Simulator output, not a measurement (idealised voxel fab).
The name of this process module is voxel released beams.
FYI the section here is cut, 140 nm wide, cells are 5 nm squares.
Reading order for cross-sections: top band down to bottom band. Underlying form: a grid of square cells. Band size: one or more rows of cells.
Band: top and bottom heights (nm) first, top before bottom; then materials from left to right, widths in nm. "throughout" marks a sole material filling the band edge to edge. "air" denotes empty space.
Counting heights begins at 0, where everything beneath is, in the wafer as received, one material. The lowest band has no bottom; it goes on downwards, as "from 0 down" shows.
The width entry "30->40" should be interpreted row by row: the top row of cells in the band takes the first number, the bottom row takes the second number, and the change between adjacent rows is uniform throughout.
No cell of the cross-section changed in a step that is given as "no alteration".
Any empty space of 8 cells or more lacking an open way to the top shows up in "Internal closed voids" as width x height at distance, distance from the left edge, in nm.
If you see something after the settings on a step's line, that's the simulator's own remark about that step.
overlay nm: mask right of planned place by this much (step with mask). Neg. = left.

**The planned process steps are enumerated hereunder**
1. RECEIVE | material Si
2. CONFORMAL_DEP | material SiN | thk nm 10
3. DIRECTIONAL_DEP | material SiO2 | thk nm 10
4. MASKED_ETCH | tone open | mask id ANCHOR | width nm 35 | etch materials SiO2 | depth nm 10 | overlay nm 0
5. CONFORMAL_DEP | material polySi | thk nm 15
6. DIRECTIONAL_DEP | material aC | thk nm 15
7. PATTERN | tone cover | mask id BEAM | material resist | width nm 80 | thk nm 35 | overlay nm 0
8. DIRECTIONAL_ETCH | etch materials aC | depth nm 15
9. STRIP | etch materials resist
10. DIRECTIONAL_ETCH | etch materials polySi | depth nm 15
11. STRIP | etch materials aC
12. STRIP | etch materials SiO2

**First out of two wafers; run went to plan**

**Wafer cross-section on receipt, i.e. after step 1**
	from 0 down: Si throughout
	Internal closed voids: none

**Once step 2 is through, the wafer looks like this in cross-section**
	from 10 to 0: SiN throughout
	Everything below 0 is unchanged.

**Once step 3 is through, the wafer looks like this in cross-section**
	from 20 to 10: SiO2 throughout
	Everything below 10 is unchanged.

**Once step 4 is through, the wafer looks like this in cross-section**
	from 20 to 10: SiO2=30 / air=35 / SiO2=75
	Everything below 10 is unchanged.

**Once step 5 is through, the wafer looks like this in cross-section**
	from 35 to 25: polySi=45 / air=5 / polySi=90
	from 25 to 20: polySi throughout
	from 20 to 10: SiO2=30 / polySi=35 / SiO2=75
	Everything below 10 is unchanged.

**Once step 6 is through, the wafer looks like this in cross-section**
	from 50 to 40: aC=45 / air=5 / aC=90
	from 40 to 35: aC throughout
	from 35 to 25: polySi=45 / aC=5 / polySi=90
	Everything below 25 is unchanged.

**Once step 7 is through, the wafer looks like this in cross-section**
	from 85 to 50: air=25 / resist=80 / air=35
	from 50 to 40: aC=45 / resist=5 / aC=90
	Everything below 40 is unchanged.

**Once step 8 is through, the wafer looks like this in cross-section**
	from 70 to 50: air=25 / resist=80 / air=35
	from 50 to 40: air=25 / aC=20 / resist=5 / aC=55 / air=35
	from 40 to 35: air=25 / aC=80 / air=35
	Everything below 35 is unchanged.

**Once step 9 is through, the wafer looks like this in cross-section**
	from 50 to 40: air=25 / aC=20 / air=5 / aC=55 / air=35
	Everything below 40 is unchanged.

**Once step 10 is through, the wafer looks like this in cross-section**
	from 50 to 40: air=25 / aC=20 / air=5 / aC=55 / air=35
	from 40 to 35: air=25 / aC=80 / air=35
	from 35 to 25: air=25 / polySi=20 / aC=5 / polySi=55 / air=35
	from 25 to 20: air=25 / polySi=80 / air=35
	Everything below 20 is unchanged.

**Once step 11 is through, the wafer looks like this in cross-section**
	from 35 to 25: air=25 / polySi=20 / air=5 / polySi=55 / air=35
	Everything below 25 is unchanged.

**Once step 12 is through, the wafer looks like this in cross-section**
	from 35 to 25: air=25 / polySi=20 / air=5 / polySi=55 / air=35
	from 25 to 20: air=25 / polySi=80 / air=35
	from 20 to 10: air=30 / polySi=35 / air=75
	Everything below 10 is unchanged.

**What follows concerns the second wafer, which started out like the first and was meant to follow the very same plan; one mistake crept in when it was run, but everything up to and including step 11 is the same as for the first wafer**

**when step 12 should have ended**
	from 20 to 10: SiO2=30 / air=35 / SiO2=75
	Everything below 10 is unchanged.
Where did the run depart from the plan? note that step 12 departed from the planned setting and was carried out as STRIP | etch materials polySi
Wrapping up, a cell-based count of both wafers puts the second over or under the first for these materials: SiO2 +42, polySi -60
